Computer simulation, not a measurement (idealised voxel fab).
Process module in this document: voxel gate over fins
Shown is cross-section cut, with a width of 235 nm and square cells of size 5 nm.
The cross-sections in this document take the form of a grid made of square cells. They are written out as bands, in order from top to bottom. Each band consists of one or more rows of cells.
In this notation a band is specified by the heights of its top and bottom, in that order and in nm, after which its materials appear from left to right, each paired with its width in nm. The word "edge to edge" attached to a single material means that material fills the band from edge to edge; the word "empty" stands for empty space.
It should be noted that heights are counted from 0, beneath which the wafer as supplied is of one material throughout, and that the lowest band possesses no lower boundary but continues downward, as written in "0 and below".
A width given as "30 to 40" starts at the first number in the band's top row and ends at the second number in its bottom row, shifting by an equal amount at every step from row to row.
"nothing different" (step): cross-section cells unchanged, all of them.
In "Closed void listing" the enclosed voids are listed, meaning empty spaces of 8 cells or larger without any opening to the top. The form is width x height at distance, distance from the left edge, units nm.
Heads up: the bit after the settings on a step's line is the simulator's remark on that step.
overlay nm: mask right of planned place by this much (step with mask). Neg. = left.
These are the steps we planned for the process
| 1 | RECEIVE: material Si |
| 2 | CONFORMAL_DEP: material SiN, thk nm 5 |
| 3 | PATTERN: tone cover, mask id FINS, material resist, width nm 15, pitch nm 50, thk nm 20, overlay nm 0 |
| 4 | DIRECTIONAL_ETCH: etch materials SiN, depth nm 5 |
| 5 | DIRECTIONAL_ETCH: etch materials Si, depth nm 30 |
| 6 | STRIP: etch materials resist |
| 7 | FILL_DEP: material SiO2, thk nm 5 |
| 8 | CMP: height nm 5 |
| 9 | PATTERN: tone open, mask id RAIL, material resist, width nm 15, thk nm 20, overlay nm 0 |
| 10 | DIRECTIONAL_ETCH: etch materials SiO2, depth nm 30 |
| 11 | STRIP: etch materials resist |
| 12 | CONFORMAL_DEP: material TiN, thk nm 5 |
| 13 | FILL_DEP: material Ru, thk nm 5 |
| 14 | CMP: height nm 5 |
| 15 | SELECTIVE_ETCH: etch materials W Ru TiN, depth nm 20 |
| 16 | FILL_DEP: material SiO2, thk nm 5 |
| 17 | CMP: height nm 5 |
| 18 | SELECTIVE_ETCH: etch materials SiO2, depth nm 15 |
| 19 | STRIP: etch materials SiN |
| 20 | CONFORMAL_DEP: material HfO2, thk nm 5 |
| 21 | CONFORMAL_DEP: material TiN, thk nm 5 |
| 22 | CONFORMAL_DEP: material TiAl, thk nm 5 |
| 23 | CONFORMAL_DEP: material TiN, thk nm 5 |
| 24 | FILL_DEP: material W, thk nm 15 |
| 25 | CMP: height nm 20 |
| 26 | CONFORMAL_DEP: material SiN, thk nm 10 |
varied across the wafers: height nm of step 25. The plan shows the first wafer's value. All wafers start alike
As-received state after step 1, first of several wafers, cross-section
0 and below  Si edge to edge
Closed void listing: none
Here is how to read the rows: every wafer has a row, and it shows the wafer at the end of the module, giving for each material how many cells were gained (+) or lost (-) since the wafer was received, then listing its closed voids
height nm 20; +55 HfO2; +1 Ru; -246 Si; +94 SiN; +158 SiO2; +55 TiAl; +113 TiN; +52 W; Closed void listing: none
height nm 25; +55 HfO2; +1 Ru; -246 Si; +94 SiN; +158 SiO2; +55 TiAl; +113 TiN; +99 W; Closed void listing: none
height nm 30; +55 HfO2; +1 Ru; -246 Si; +94 SiN; +158 SiO2; +55 TiAl; +113 TiN; +146 W; Closed void listing: none
height nm 35; +55 HfO2; +1 Ru; -246 Si; +94 SiN; +158 SiO2; +55 TiAl; +113 TiN; +193 W; Closed void listing: none
